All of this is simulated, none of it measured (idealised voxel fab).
Name of the process module below: voxel wiring stack
It is cross-section cut that appears here, measuring 255 nm in width, its square cells being 5 nm in size.
Square cells in a grid make up a cross-section in this document, and the grid is given as bands, listed from the top down, each one or more rows of cells. Within each band entry, the heights of the top and of the bottom of the band appear first, in that order and in nm; the materials of the band then follow from left to right, each with its corresponding width in nm. The designation "everywhere" on a single material indicates that it fills the band from edge to edge; the designation "blank" indicates empty space. Beneath 0, the wafer as received is one material, and that level is where height counting begins. The lowest band goes on downward without a bottom; it is written like "0 -> down". A width given as "30->40" starts at the first number in the band's top row and ends at the second number in its bottom row, shifting by an equal amount at every step from row to row. Any step labelled "nothing altered" changed none of the cells in the cross-section. Listed in "Unvented internal voids": every empty space of 8 or more cells without an open way to the top. Form: width x height at distance, the distance being from the left edge, all in nm. Past the settings on a step's line: simulator remark, on that step. A step line may carry the setting "overlay nm", which, for steps involving a mask, states the distance by which the mask lay to the right of its intended position; negative values denote displacement to the left.

Steps in the process plan
1: RECEIVE, material Si
2: CONFORMAL_DEP, material SiO2, thk nm 10
3: DIRECTIONAL_DEP, material TiN, thk nm 5
4: DIRECTIONAL_DEP, material Ru, thk nm 25
5: PATTERN, tone cover, mask id METAL_1, material resist, width nm 25, pitch nm 55, thk nm 15, overlay nm 0
6: DIRECTIONAL_ETCH, etch materials Ru, depth nm 25
7: DIRECTIONAL_ETCH, etch materials TiN, depth nm 5
8: STRIP, etch materials resist
9: FILL_DEP, material SiO2, thk nm 5
10: CMP, height nm 40
11: CONFORMAL_DEP, material SiCN, thk nm 5
12: DIRECTIONAL_DEP, material lowk, thk nm 20
13: MASKED_ETCH, tone open, mask id PLUG_1, width nm 15, pitch nm 55, etch materials lowk, depth nm 20, overlay nm 0
14: MASKED_ETCH, tone open, mask id PLUG_1, width nm 15, pitch nm 55, etch materials SiCN, depth nm 5, overlay nm 0
15: CONFORMAL_DEP, material TiN, thk nm 5
16: FILL_DEP, material W, thk nm 5
17: CMP, height nm 65
18: CONFORMAL_DEP, material SiN, thk nm 5
19: DIRECTIONAL_DEP, material lowk, thk nm 20
20: MASKED_ETCH, tone open, mask id METAL_2, width nm 25, pitch nm 55, etch materials lowk, depth nm 20, overlay nm 0
21: MASKED_ETCH, tone open, mask id METAL_2, width nm 25, pitch nm 55, etch materials SiN, depth nm 5, overlay nm 0
22: CONFORMAL_DEP, material TiN, thk nm 5
23: FILL_DEP, material Cu, thk nm 10
24: CMP, height nm 90
25: CONFORMAL_DEP, material SiCN, thk nm 5

Wafer, first of two, run as planned

Delivered wafer in cross-section: state after step 1
> 0 -> down  Si everywhere
> Unvented internal voids: none

Once step 2 is through, the wafer looks like this in cross-section
> 10 -> 0  SiO2 everywhere
> For the remainder of the cross-section, below 0, there is no change.

Once step 3 is through, the wafer looks like this in cross-section
> 15 -> 10  TiN everywhere
> For the remainder of the cross-section, below 10, there is no change.

Once step 4 is through, the wafer looks like this in cross-section
> 40 -> 15  Ru everywhere
> For the remainder of the cross-section, below 15, there is no change.

Once step 5 is through, the wafer looks like this in cross-section
> 55 -> 40  30 nm blank / 25 nm resist / 30 nm blank / 25 nm resist / 30 nm blank / 25 nm resist / 30 nm blank / 25 nm resist / 35 nm blank
> For the remainder of the cross-section, below 40, there is no change.

Once step 6 is through, the wafer looks like this in cross-section
> 55 -> 40  30 nm blank / 25 nm resist / 30 nm blank / 25 nm resist / 30 nm blank / 25 nm resist / 30 nm blank / 25 nm resist / 35 nm blank
> 40 -> 15  30 nm blank / 25 nm Ru / 30 nm blank / 25 nm Ru / 30 nm blank / 25 nm Ru / 30 nm blank / 25 nm Ru / 35 nm blank
> For the remainder of the cross-section, below 15, there is no change.

Once step 7 is through, the wafer looks like this in cross-section
> 55 -> 40  30 nm blank / 25 nm resist / 30 nm blank / 25 nm resist / 30 nm blank / 25 nm resist / 30 nm blank / 25 nm resist / 35 nm blank
> 40 -> 15  30 nm blank / 25 nm Ru / 30 nm blank / 25 nm Ru / 30 nm blank / 25 nm Ru / 30 nm blank / 25 nm Ru / 35 nm blank
> 15 -> 10  30 nm blank / 25 nm TiN / 30 nm blank / 25 nm TiN / 30 nm blank / 25 nm TiN / 30 nm blank / 25 nm TiN / 35 nm blank
> For the remainder of the cross-section, below 10, there is no change.

Once step 8 is through, the wafer looks like this in cross-section
> 40 -> 15  30 nm blank / 25 nm Ru / 30 nm blank / 25 nm Ru / 30 nm blank / 25 nm Ru / 30 nm blank / 25 nm Ru / 35 nm blank
> For the remainder of the cross-section, below 15, there is no change.

Once step 9 is through, the wafer looks like this in cross-section
> 45 -> 40  SiO2 everywhere
> 40 -> 15  30 nm SiO2 / 25 nm Ru / 30 nm SiO2 / 25 nm Ru / 30 nm SiO2 / 25 nm Ru / 30 nm SiO2 / 25 nm Ru / 35 nm SiO2
> 15 -> 10  30 nm SiO2 / 25 nm TiN / 30 nm SiO2 / 25 nm TiN / 30 nm SiO2 / 25 nm TiN / 30 nm SiO2 / 25 nm TiN / 35 nm SiO2
> For the remainder of the cross-section, below 10, there is no change.

Once step 10 is through, the wafer looks like this in cross-section
> 40 -> 15  30 nm SiO2 / 25 nm Ru / 30 nm SiO2 / 25 nm Ru / 30 nm SiO2 / 25 nm Ru / 30 nm SiO2 / 25 nm Ru / 35 nm SiO2
> For the remainder of the cross-section, below 15, there is no change.

Once step 11 is through, the wafer looks like this in cross-section
> 45 -> 40  SiCN everywhere
> For the remainder of the cross-section, below 40, there is no change.

Once step 12 is through, the wafer looks like this in cross-section
> 65 -> 45  lowk everywhere
> For the remainder of the cross-section, below 45, there is no change.

Once step 13 is through, the wafer looks like this in cross-section
> 65 -> 45  30 nm lowk / 15 nm blank / 40 nm lowk / 15 nm blank / 40 nm lowk / 15 nm blank / 40 nm lowk / 15 nm blank / 45 nm lowk
> For the remainder of the cross-section, below 45, there is no change.

Once step 14 is through, the wafer looks like this in cross-section
> 65 -> 45  30 nm lowk / 15 nm blank / 40 nm lowk / 15 nm blank / 40 nm lowk / 15 nm blank / 40 nm lowk / 15 nm blank / 45 nm lowk
> 45 -> 40  30 nm SiCN / 15 nm blank / 40 nm SiCN / 15 nm blank / 40 nm SiCN / 15 nm blank / 40 nm SiCN / 15 nm blank / 45 nm SiCN
> For the remainder of the cross-section, below 40, there is no change.

Once step 15 is through, the wafer looks like this in cross-section
> 70 -> 65  35 nm TiN / 5 nm blank / 50 nm TiN / 5 nm blank / 50 nm TiN / 5 nm blank / 50 nm TiN / 5 nm blank / 50 nm TiN
> 65 -> 45  30 nm lowk / 5 nm TiN / 5 nm blank / 5 nm TiN / 40 nm lowk / 5 nm TiN / 5 nm blank / 5 nm TiN / 40 nm lowk / 5 nm TiN / 5 nm blank / 5 nm TiN / 40 nm lowk / 5 nm TiN / 5 nm blank / 5 nm TiN / 45 nm lowk
> 45 -> 40  30 nm SiCN / 15 nm TiN / 40 nm SiCN / 15 nm TiN / 40 nm SiCN / 15 nm TiN / 40 nm SiCN / 15 nm TiN / 45 nm SiCN
> For the remainder of the cross-section, below 40, there is no change.

Once step 16 is through, the wafer looks like this in cross-section
> 75 -> 70  W everywhere
> 70 -> 65  35 nm TiN / 5 nm W / 50 nm TiN / 5 nm W / 50 nm TiN / 5 nm W / 50 nm TiN / 5 nm W / 50 nm TiN
> 65 -> 45  30 nm lowk / 5 nm TiN / 5 nm W / 5 nm TiN / 40 nm lowk / 5 nm TiN / 5 nm W / 5 nm TiN / 40 nm lowk / 5 nm TiN / 5 nm W / 5 nm TiN / 40 nm lowk / 5 nm TiN / 5 nm W / 5 nm TiN / 45 nm lowk
> For the remainder of the cross-section, below 45, there is no change.

Once step 17 is through, the wafer looks like this in cross-section
> 65 -> 45  30 nm lowk / 5 nm TiN / 5 nm W / 5 nm TiN / 40 nm lowk / 5 nm TiN / 5 nm W / 5 nm TiN / 40 nm lowk / 5 nm TiN / 5 nm W / 5 nm TiN / 40 nm lowk / 5 nm TiN / 5 nm W / 5 nm TiN / 45 nm lowk
> For the remainder of the cross-section, below 45, there is no change.

Once step 18 is through, the wafer looks like this in cross-section
> 70 -> 65  SiN everywhere
> For the remainder of the cross-section, below 65, there is no change.

Once step 19 is through, the wafer looks like this in cross-section
> 90 -> 70  lowk everywhere
> For the remainder of the cross-section, below 70, there is no change.

Once step 20 is through, the wafer looks like this in cross-section
> 90 -> 70  30 nm lowk / 25 nm blank / 30 nm lowk / 25 nm blank / 30 nm lowk / 25 nm blank / 30 nm lowk / 25 nm blank / 35 nm lowk
> For the remainder of the cross-section, below 70, there is no change.

Once step 21 is through, the wafer looks like this in cross-section
> 90 -> 70  30 nm lowk / 25 nm blank / 30 nm lowk / 25 nm blank / 30 nm lowk / 25 nm blank / 30 nm lowk / 25 nm blank / 35 nm lowk
> 70 -> 65  30 nm SiN / 25 nm blank / 30 nm SiN / 25 nm blank / 30 nm SiN / 25 nm blank / 30 nm SiN / 25 nm blank / 35 nm SiN
> For the remainder of the cross-section, below 65, there is no change.

Once step 22 is through, the wafer looks like this in cross-section
> 95 -> 90  35 nm TiN / 15 nm blank / 40 nm TiN / 15 nm blank / 40 nm TiN / 15 nm blank / 40 nm TiN / 15 nm blank / 40 nm TiN
> 90 -> 70  30 nm lowk / 5 nm TiN / 15 nm blank / 5 nm TiN / 30 nm lowk / 5 nm TiN / 15 nm blank / 5 nm TiN / 30 nm lowk / 5 nm TiN / 15 nm blank / 5 nm TiN / 30 nm lowk / 5 nm TiN / 15 nm blank / 5 nm TiN / 35 nm lowk
> 70 -> 65  30 nm SiN / 25 nm TiN / 30 nm SiN / 25 nm TiN / 30 nm SiN / 25 nm TiN / 30 nm SiN / 25 nm TiN / 35 nm SiN
> For the remainder of the cross-section, below 65, there is no change.

Once step 23 is through, the wafer looks like this in cross-section
> 105 -> 95  Cu everywhere
> 95 -> 90  35 nm TiN / 15 nm Cu / 40 nm TiN / 15 nm Cu / 40 nm TiN / 15 nm Cu / 40 nm TiN / 15 nm Cu / 40 nm TiN
> 90 -> 70  30 nm lowk / 5 nm TiN / 15 nm Cu / 5 nm TiN / 30 nm lowk / 5 nm TiN / 15 nm Cu / 5 nm TiN / 30 nm lowk / 5 nm TiN / 15 nm Cu / 5 nm TiN / 30 nm lowk / 5 nm TiN / 15 nm Cu / 5 nm TiN / 35 nm lowk
> For the remainder of the cross-section, below 70, there is no change.

Once step 24 is through, the wafer looks like this in cross-section
> 90 -> 70  30 nm lowk / 5 nm TiN / 15 nm Cu / 5 nm TiN / 30 nm lowk / 5 nm TiN / 15 nm Cu / 5 nm TiN / 30 nm lowk / 5 nm TiN / 15 nm Cu / 5 nm TiN / 30 nm lowk / 5 nm TiN / 15 nm Cu / 5 nm TiN / 35 nm lowk
> For the remainder of the cross-section, below 70, there is no change.

Once step 25 is through, the wafer looks like this in cross-section
> 95 -> 90  SiCN everywhere
> For the remainder of the cross-section, below 90, there is no change.

Wafer two of the pair: same origin, same plan, one error during the run; identical to wafer one up to and including step 20

Second wafer profile in section, at the moment step 21 of the plan was meant to be complete
> 90 -> 70  30 nm lowk / 25 nm blank / 30 nm lowk / 25 nm blank / 30 nm lowk / 25 nm blank / 30 nm lowk / 25 nm blank / 35 nm lowk
> 70 -> 65  30 nm SiN / 25 nm blank / 30 nm SiN / 25 nm blank / 30 nm SiN / 25 nm blank / 30 nm SiN / 25 nm blank / 35 nm SiN
> For the remainder of the cross-section, below 65, there is no change.

Second wafer profile in section, at the moment step 22 of the plan was meant to be complete
> 95 -> 90  35 nm TiN / 15 nm blank / 40 nm TiN / 15 nm blank / 40 nm TiN / 15 nm blank / 40 nm TiN / 15 nm blank / 40 nm TiN
> 90 -> 70  30 nm lowk / 5 nm TiN / 15 nm blank / 5 nm TiN / 30 nm lowk / 5 nm TiN / 15 nm blank / 5 nm TiN / 30 nm lowk / 5 nm TiN / 15 nm blank / 5 nm TiN / 30 nm lowk / 5 nm TiN / 15 nm blank / 5 nm TiN / 35 nm lowk
> 70 -> 65  30 nm SiN / 25 nm TiN / 30 nm SiN / 25 nm TiN / 30 nm SiN / 25 nm TiN / 30 nm SiN / 25 nm TiN / 35 nm SiN
> For the remainder of the cross-section, below 65, there is no change.

Second wafer profile in section, at the moment step 23 of the plan was meant to be complete
> 105 -> 95  Cu everywhere
> 95 -> 90  35 nm TiN / 15 nm Cu / 40 nm TiN / 15 nm Cu / 40 nm TiN / 15 nm Cu / 40 nm TiN / 15 nm Cu / 40 nm TiN
> 90 -> 70  30 nm lowk / 5 nm TiN / 15 nm Cu / 5 nm TiN / 30 nm lowk / 5 nm TiN / 15 nm Cu / 5 nm TiN / 30 nm lowk / 5 nm TiN / 15 nm Cu / 5 nm TiN / 30 nm lowk / 5 nm TiN / 15 nm Cu / 5 nm TiN / 35 nm lowk
> For the remainder of the cross-section, below 70, there is no change.

Second wafer profile in section, at the moment step 24 of the plan was meant to be complete
> 90 -> 70  30 nm lowk / 5 nm TiN / 15 nm Cu / 5 nm TiN / 30 nm lowk / 5 nm TiN / 15 nm Cu / 5 nm TiN / 30 nm lowk / 5 nm TiN / 15 nm Cu / 5 nm TiN / 30 nm lowk / 5 nm TiN / 15 nm Cu / 5 nm TiN / 35 nm lowk
> For the remainder of the cross-section, below 70, there is no change.

Second wafer profile in section, at the moment step 25 of the plan was meant to be complete
> 95 -> 90  SiCN everywhere
> For the remainder of the cross-section, below 90, there is no change.
Processing error: the plan's step 21 ran twice
The mistake has no effect on what this model computes, because the two wafers end with the same cross-section.
